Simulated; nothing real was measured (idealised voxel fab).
The process module that follows is named voxel fin reveal.
295 nm wide, 5 nm square cells: that's cross-section cut.
Think of the cross-section as a grid of square cells. We describe it in bands, top to bottom, and each band covers one or more rows of those cells.
Heads up on the band format: heights come first, top then bottom, in nm. After that it's the materials left to right, each with its width in nm. A single material flagged "edge to edge" fills the whole band edge to edge, and "blank" means there's empty space there.
Heads up on the height convention: 0 is the point under which the incoming wafer is all one material, and the lowest band has no bottom, it just keeps going down, like "0 -> down".
The width entry "30 to 40" should be interpreted row by row: the top row of cells in the band takes the first number, the bottom row takes the second number, and the change between adjacent rows is uniform throughout.
"remained unchanged", as given for a step, is the statement that not any cell of the cross-section underwent a change during that step.
"Trapped void list" contains a list of empty spaces, each no smaller than 8 cells and without an open way to the top, written in the form width x height at distance with the distance from the left edge and all three in nm.
That trailing text on a step's line, after the settings, is the simulator's own remark on the step.
overlay nm: where the mask lay relative to plan, measured to the right, on steps with a mask; negatives go left.

Intended process steps
1 RECEIVE: material Si
2 CONFORMAL_DEP: material SiN, thk nm 5
3 PATTERN: tone cover, mask id FINS, material resist, width nm 15, pitch nm 40, thk nm 15, overlay nm -15
4 DIRECTIONAL_ETCH: etch materials SiN, depth nm 5
5 DIRECTIONAL_ETCH: etch materials Si, depth nm 40
6 STRIP: etch materials resist
7 FILL_DEP: material SiO2, thk nm 5
8 CMP: height nm 5
9 SELECTIVE_ETCH: etch materials SiO2, depth nm 30
10 STRIP: etch materials SiN
11 CONFORMAL_DEP: material SiO2, thk nm 5
Quick note for whoever runs this: the wafers start identical, but the overlay nm at step 3 isn't the same across them. The plan just shows what the first wafer had.

First wafer of several, as received: cross-section after step 1
> 0 -> down  Si edge to edge
> Trapped void list: none

Last step of the module is step 11; after it, the first of several wafers in cross-section
> 5 -> 0  blank=60  SiO2=25  blank=15  SiO2=25  blank=15  SiO2=25  blank=15  SiO2=25  blank=90
> 0 -> -20  blank=60  SiO2=5  Si=15  SiO2=5  blank=15  SiO2=5  Si=15  SiO2=5  blank=15  SiO2=5  Si=15  SiO2=5  blank=15  SiO2=5  Si=15  SiO2=5  blank=90
> -20 -> -40  SiO2=65  Si=15  SiO2=25  Si=15  SiO2=25  Si=15  SiO2=25  Si=15  SiO2=95
> -40 -> down  Si edge to edge
> Trapped void list: none

The module's end: a cross-section of the last wafer
> 5 -> 0  blank=90  SiO2=25  blank=15  SiO2=25  blank=15  SiO2=25  blank=15  SiO2=25  blank=60
> 0 -> -20  blank=90  SiO2=5  Si=15  SiO2=5  blank=15  SiO2=5  Si=15  SiO2=5  blank=15  SiO2=5  Si=15  SiO2=5  blank=15  SiO2=5  Si=15  SiO2=5  blank=60
> -20 -> -40  SiO2=95  Si=15  SiO2=25  Si=15  SiO2=25  Si=15  SiO2=25  Si=15  SiO2=65
> -40 -> down  Si edge to edge
> Trapped void list: none

Rows = wafers. At module end, each row lists per material the cells gained (+) or lost (-) since the wafer was received, then the closed voids
overlay nm -15; -376 Si; +240 SiO2; Trapped void list: none
overlay nm -10; -376 Si; +240 SiO2; Trapped void list: none
overlay nm -5; -376 Si; +240 SiO2; Trapped void list: none
overlay nm 0; -376 Si; +240 SiO2; Trapped void list: none
overlay nm 5; -376 Si; +240 SiO2; Trapped void list: none
overlay nm 10; -376 Si; +240 SiO2; Trapped void list: none
overlay nm 15; -376 Si; +240 SiO2; Trapped void list: none
